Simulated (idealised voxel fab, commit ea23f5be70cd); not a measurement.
The following is a process module called voxel air gaps.
For reference, the cross-section in this document is cut, with width 205 nm and square cells of 5 nm.
A cross-section is written here as square cells arranged in a grid, and it is given in bands from the top down, each band taking up one or more rows of cells. Band: top height; bottom height; in nm. Then, left to right: material with width in nm, for each material. "everywhere": a single material spanning edge to edge. "empty": empty space. Height reference: 0 = level under which incoming wafer is all one material. Lowest band: no bottom, runs on downward, e.g. "z 0 and below". Width "30->40": first value at the band's top row of cells, second value at its bottom row, equal change from row to row. It should be understood that the words "same as before", when stated for a given step, signify that the cross-section underwent no change in any of its cells during that step. Closed empty spaces (no open way to the top) of 8 cells or more are what "Enclosed internal cavities" lists, each as width x height at distance from the left edge, nm for all three. What comes after the settings on a step's line is commentary from the simulator itself on that step. overlay nm: how far to the right of its planned place the mask lay on this masked step (negative: to the left).

### Steps in the process plan
1,RECEIVE [material Si]
2,CONFORMAL_DEP [material SiO2] [thk nm 10]
3,CONFORMAL_DEP [material SiCN] [thk nm 5]
4,DIRECTIONAL_DEP [material SiO2] [thk nm 30]
5,PATTERN [tone open] [mask id LINES] [material resist] [width nm 20] [pitch nm 45] [thk nm 20] [overlay nm 0]
6,DIRECTIONAL_ETCH [etch materials SiO2] [depth nm 30]
7,STRIP [etch materials resist]
8,CONFORMAL_DEP [material TiN] [thk nm 5]
9,FILL_DEP [material Cu] [thk nm 10]
10,CMP [height nm 45]
11,EPI [material Ru] [thk nm 10]
12,SELECTIVE_ETCH [etch materials SiO2] [depth nm 40]
13,CONFORMAL_DEP [material SiCN] [thk nm 5]

### Cross-section, incoming material, after step 1
- z 0 and below | Si everywhere
- Enclosed internal cavities: none

### a wafer at the end: this start, this plan, one mistake
- z 70 to 65 | 20 nm empty  160 nm SiCN  25 nm empty
- z 65 to 45 | 20 nm empty  5 nm SiCN  150 nm Ru  5 nm SiCN  25 nm empty
- z 45 to 40 | 20 nm empty  25 nm SiCN  5 nm TiN  10 nm Cu  5 nm TiN  25 nm SiO2  5 nm TiN  10 nm Cu  5 nm TiN  25 nm SiO2  5 nm TiN  10 nm Cu  5 nm TiN  25 nm SiCN  25 nm empty
- z 40 to 20 | 40 nm empty  5 nm SiCN  5 nm TiN  10 nm Cu  5 nm TiN  25 nm SiO2  5 nm TiN  10 nm Cu  5 nm TiN  25 nm SiO2  5 nm TiN  10 nm Cu  5 nm TiN  5 nm SiCN  45 nm empty
- z 20 to 15 | 45 nm SiCN  20 nm TiN  25 nm SiO2  20 nm TiN  25 nm SiO2  20 nm TiN  50 nm SiCN
- z 15 to 10 | SiCN everywhere
- z 10 to 0 | SiO2 everywhere
- z 0 and below | Si everywhere
- Enclosed internal cavities: none
Short version of what went wrong: step 11 in the plan was executed twice
